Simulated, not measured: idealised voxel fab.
This section sets out a process module, namely voxel self aligned contacts.
Section shown: cut. Width: 270 nm. Cell size: 5 nm, square.
When this document writes out a cross-section, it uses a grid of square cells and lists it as bands, beginning at the top and moving down, with a band standing for one or more rows of cells.
The entry gives the band's vertical extent as a top height and a bottom height in nm, then its horizontal make-up as materials from left to right, each with a width in nm. "air" stands for empty space; a single material marked "all across" fills the band edge to edge.
Note: height 0 marks the level under which the wafer is uniformly one material as received. Lowest band unbounded below, written "0 down".
Top row gets the first number, bottom row gets the second, and each row in between changes by the same step: that is how a band width like "30->40" works.
No cell of the cross-section changed in a step that is given as "nothing altered".
Entry "Enclosed internal voids". Content: empty spaces with no open connection to the top, size 8 cells or greater. Each: width x height at distance. Distance: from left edge. Unit: nm.
On a step's line, text after the settings is the simulator commenting on that step.
overlay nm: where the mask lay relative to plan, measured to the right, on steps with a mask; negatives go left.
Process steps foreseen in the plan:
1 RECEIVE (material Si)
2 CONFORMAL_DEP (material SiO2; thk nm 5)
3 DIRECTIONAL_DEP (material polySi; thk nm 25)
4 DIRECTIONAL_DEP (material SiN; thk nm 20)
5 MASKED_ETCH (tone cover; mask id GATE; width nm 25; pitch nm 65; etch materials SiN; depth nm 20; overlay nm 0)
6 MASKED_ETCH (tone cover; mask id GATE; width nm 25; pitch nm 65; etch materials polySi; depth nm 25; overlay nm 0)
7 CONFORMAL_DEP (material SiN; thk nm 10)
8 DIRECTIONAL_ETCH (etch materials SiN; depth nm 10)
9 FILL_DEP (material SiO2; thk nm 15)
10 CMP (height nm 55)
11 PATTERN (tone open; mask id CONTACT; material resist; width nm 50; pitch nm 65; thk nm 15; overlay nm 0)
12 DIRECTIONAL_ETCH (etch materials SiO2; depth nm 55)
13 STRIP (etch materials resist)
14 CONFORMAL_DEP (material TiN; thk nm 5)
15 FILL_DEP (material W; thk nm 5)
16 CMP (height nm 55)
17 CONFORMAL_DEP (material SiN; thk nm 5)
As-received wafer cross-section (after step 1):
    0 down: Si all across
    Enclosed internal voids: none
Cross-sectional image of the first of two wafers at the end of the module, the run having proceeded as planned:
    60 to 55: SiN all across
    55 to 50: SiO2=75, TiN=20, W=10, TiN=20, SiO2=15, TiN=20, W=10, TiN=20, SiO2=80
    50 to 30: SiO2=45, SiN=45, TiN=5, W=10, TiN=5, SiN=45, TiN=5, W=10, TiN=5, SiN=45, SiO2=50
    30 to 5: SiO2=45, SiN=10, polySi=25, SiN=10, TiN=5, W=10, TiN=5, SiN=10, polySi=25, SiN=10, TiN=5, W=10, TiN=5, SiN=10, polySi=25, SiN=10, SiO2=50
    5 to 0: SiO2=90, TiN=20, SiO2=45, TiN=20, SiO2=95
    0 down: Si all across
    Enclosed internal voids: none
Second wafer of the two, sectioned at the end of the module. It began like the first and followed the same plan, but one mistake was made while running it:
    60 to 55: SiN all across
    55 to 50: SiO2=75, TiN=20, W=10, TiN=20, SiO2=15, TiN=20, W=10, TiN=20, SiO2=80
    50 to 30: SiO2=45, SiN=45, TiN=5, W=10, TiN=5, SiN=45, TiN=5, W=10, TiN=5, SiN=45, SiO2=50
    30 to 25: SiO2=90, TiN=20, SiO2=45, TiN=20, SiO2=95
    25 to 0: polySi all across
    0 down: Si all across
    Enclosed internal voids: none
Finding, execution versus plan: steps 2 and 3 of the plan were run in the wrong order, each in the other's place
The second wafer ends with more or fewer cells of some materials than the first, per final count: SiN -60, SiO2 -95, TiN -20, W -20, polySi +195
